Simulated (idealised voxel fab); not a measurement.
Process module name: voxel double patterning
The cross-section on display is named cut; it measures 300 nm wide, and its cells are 5 nm squares.
Cross-section spec: square-cell grid; bands listed top down; each band is one or more rows.
This entry defines a band. It first specifies the height of the band's top and the height of its bottom in nm, and then specifies the band's materials from left to right, stating each material with its width in nm. The word "throughout" identifies a single material that fills the band from edge to edge, while the word "blank" identifies empty space.
Below 0: as-received wafer, all one material; heights counted from there. Lowest band: no bottom, goes on down, written "0 and below".
A width given as "30 to 40" starts at the first number in the band's top row and ends at the second number in its bottom row, shifting by an equal amount at every step from row to row.
The cross-section has no changed cell in any step marked "remained the same".
Basically, "Non-vented voids" tells you about the enclosed voids: empty spaces with no open way to the top, 8 cells or bigger, each written width x height at distance, where distance is from the left edge, all in nm.
Step line, after settings: the simulator's comment on this step.
overlay nm: mask offset rightward from planned place, masked step; negative means leftward offset.
**The steps planned for the process are as follows**
1: RECEIVE, material Si
2: CONFORMAL_DEP, material SiO2, thk nm 10
3: DIRECTIONAL_DEP, material TiN, thk nm 15
4: DIRECTIONAL_DEP, material SiCN, thk nm 5
5: DIRECTIONAL_DEP, material aC, thk nm 10
6: PATTERN, tone open, mask id FIRST, material resist, width nm 15, pitch nm 50, thk nm 30, overlay nm 0
7: DIRECTIONAL_ETCH, etch materials aC, depth nm 10
8: STRIP, etch materials resist
9: DIRECTIONAL_ETCH, etch materials SiCN, depth nm 5
10: STRIP, etch materials aC
11: MASKED_ETCH, tone open, mask id SECOND, width nm 15, pitch nm 50, etch materials SiCN, depth nm 5, overlay nm 0
12: DIRECTIONAL_ETCH, etch materials TiN, depth nm 15
13: STRIP, etch materials SiCN
**Wafer, first of two, run as planned**
**So this is the incoming wafer in cross-section - it's already been through step 1**
	0 and below | Si throughout
	Non-vented voids: none
**Cross-section through the wafer, step 2 finished**
	10 down to 0 | SiO2 throughout
	For the remainder of the cross-section, below 0, there is no change.
**Cross-section through the wafer, step 3 finished**
	25 down to 10 | TiN throughout
	For the remainder of the cross-section, below 10, there is no change.
**Cross-section through the wafer, step 4 finished**
	30 down to 25 | SiCN throughout
	For the remainder of the cross-section, below 25, there is no change.
**Cross-section through the wafer, step 5 finished**
	40 down to 30 | aC throughout
	For the remainder of the cross-section, below 30, there is no change.
**Cross-section through the wafer, step 6 finished**
	70 down to 40 | resist (90) | blank (15) | resist (35) | blank (15) | resist (35) | blank (15) | resist (95)
	For the remainder of the cross-section, below 40, there is no change.
**Cross-section through the wafer, step 7 finished**
	60 down to 40 | resist (90) | blank (15) | resist (35) | blank (15) | resist (35) | blank (15) | resist (95)
	40 down to 30 | aC (90) | blank (15) | aC (35) | blank (15) | aC (35) | blank (15) | aC (95)
	For the remainder of the cross-section, below 30, there is no change.
**Cross-section through the wafer, step 8 finished**
	40 down to 30 | aC (90) | blank (15) | aC (35) | blank (15) | aC (35) | blank (15) | aC (95)
	For the remainder of the cross-section, below 30, there is no change.
**Cross-section through the wafer, step 9 finished**
	40 down to 30 | aC (90) | blank (15) | aC (35) | blank (15) | aC (35) | blank (15) | aC (95)
	30 down to 25 | SiCN (90) | blank (15) | SiCN (35) | blank (15) | SiCN (35) | blank (15) | SiCN (95)
	For the remainder of the cross-section, below 25, there is no change.
**Cross-section through the wafer, step 10 finished**
	30 down to 25 | SiCN (90) | blank (15) | SiCN (35) | blank (15) | SiCN (35) | blank (15) | SiCN (95)
	For the remainder of the cross-section, below 25, there is no change.
**Cross-section through the wafer, step 11 finished**
	30 down to 25 | SiCN (90) | blank (15) | SiCN (10) | blank (15) | SiCN (10) | blank (15) | SiCN (10) | blank (15) | SiCN (10) | blank (15) | SiCN (95)
	For the remainder of the cross-section, below 25, there is no change.
**Cross-section through the wafer, step 12 finished**
	30 down to 25 | SiCN (90) | blank (15) | SiCN (10) | blank (15) | SiCN (10) | blank (15) | SiCN (10) | blank (15) | SiCN (10) | blank (15) | SiCN (95)
	25 down to 10 | TiN (90) | blank (15) | TiN (10) | blank (15) | TiN (10) | blank (15) | TiN (10) | blank (15) | TiN (10) | blank (15) | TiN (95)
	For the remainder of the cross-section, below 10, there is no change.
**Cross-section through the wafer, step 13 finished**
	25 down to 10 | TiN (90) | blank (15) | TiN (10) | blank (15) | TiN (10) | blank (15) | TiN (10) | blank (15) | TiN (10) | blank (15) | TiN (95)
	For the remainder of the cross-section, below 10, there is no change.
**The second wafer was prepared from the same starting point and under the same plan as the first; its processing contained one mistake, and it remains indistinguishable from the first wafer up to and including step 2**
**Second wafer cross-section, taken as of the time the plan sets for step 3 to be done**
	25 down to 0 | SiO2 throughout
	For the remainder of the cross-section, below 0, there is no change.
**Second wafer cross-section, taken as of the time the plan sets for step 4 to be done**
	30 down to 25 | SiCN throughout
	For the remainder of the cross-section, below 25, there is no change.
**Second wafer cross-section, taken as of the time the plan sets for step 5 to be done**
	40 down to 30 | aC throughout
	For the remainder of the cross-section, below 30, there is no change.
**Second wafer cross-section, taken as of the time the plan sets for step 6 to be done**
	70 down to 40 | resist (90) | blank (15) | resist (35) | blank (15) | resist (35) | blank (15) | resist (95)
	For the remainder of the cross-section, below 40, there is no change.
**Second wafer cross-section, taken as of the time the plan sets for step 7 to be done**
	60 down to 40 | resist (90) | blank (15) | resist (35) | blank (15) | resist (35) | blank (15) | resist (95)
	40 down to 30 | aC (90) | blank (15) | aC (35) | blank (15) | aC (35) | blank (15) | aC (95)
	For the remainder of the cross-section, below 30, there is no change.
**Second wafer cross-section, taken as of the time the plan sets for step 8 to be done**
	40 down to 30 | aC (90) | blank (15) | aC (35) | blank (15) | aC (35) | blank (15) | aC (95)
	For the remainder of the cross-section, below 30, there is no change.
**Second wafer cross-section, taken as of the time the plan sets for step 9 to be done**
	40 down to 30 | aC (90) | blank (15) | aC (35) | blank (15) | aC (35) | blank (15) | aC (95)
	30 down to 25 | SiCN (90) | blank (15) | SiCN (35) | blank (15) | SiCN (35) | blank (15) | SiCN (95)
	For the remainder of the cross-section, below 25, there is no change.
**Second wafer cross-section, taken as of the time the plan sets for step 10 to be done**
	30 down to 25 | SiCN (90) | blank (15) | SiCN (35) | blank (15) | SiCN (35) | blank (15) | SiCN (95)
	For the remainder of the cross-section, below 25, there is no change.
**Second wafer cross-section, taken as of the time the plan sets for step 11 to be done**
	30 down to 25 | SiCN (90) | blank (15) | SiCN (10) | blank (15) | SiCN (10) | blank (15) | SiCN (10) | blank (15) | SiCN (10) | blank (15) | SiCN (95)
	For the remainder of the cross-section, below 25, there is no change.
Second wafer cross-section, taken as of the time the plan sets for step 12 to be done: remained the same
**Second wafer cross-section, taken as of the time the plan sets for step 13 to be done**
	25 down to 0 | SiO2 throughout
	For the remainder of the cross-section, below 0, there is no change.
Misprocessing identified: note that step 3 departed from the planned setting and was carried out as DIRECTIONAL_DEP, material SiO2, thk nm 15
Final tally in cells, some materials are higher or lower on the second wafer than on the first: SiO2 +180; TiN -135
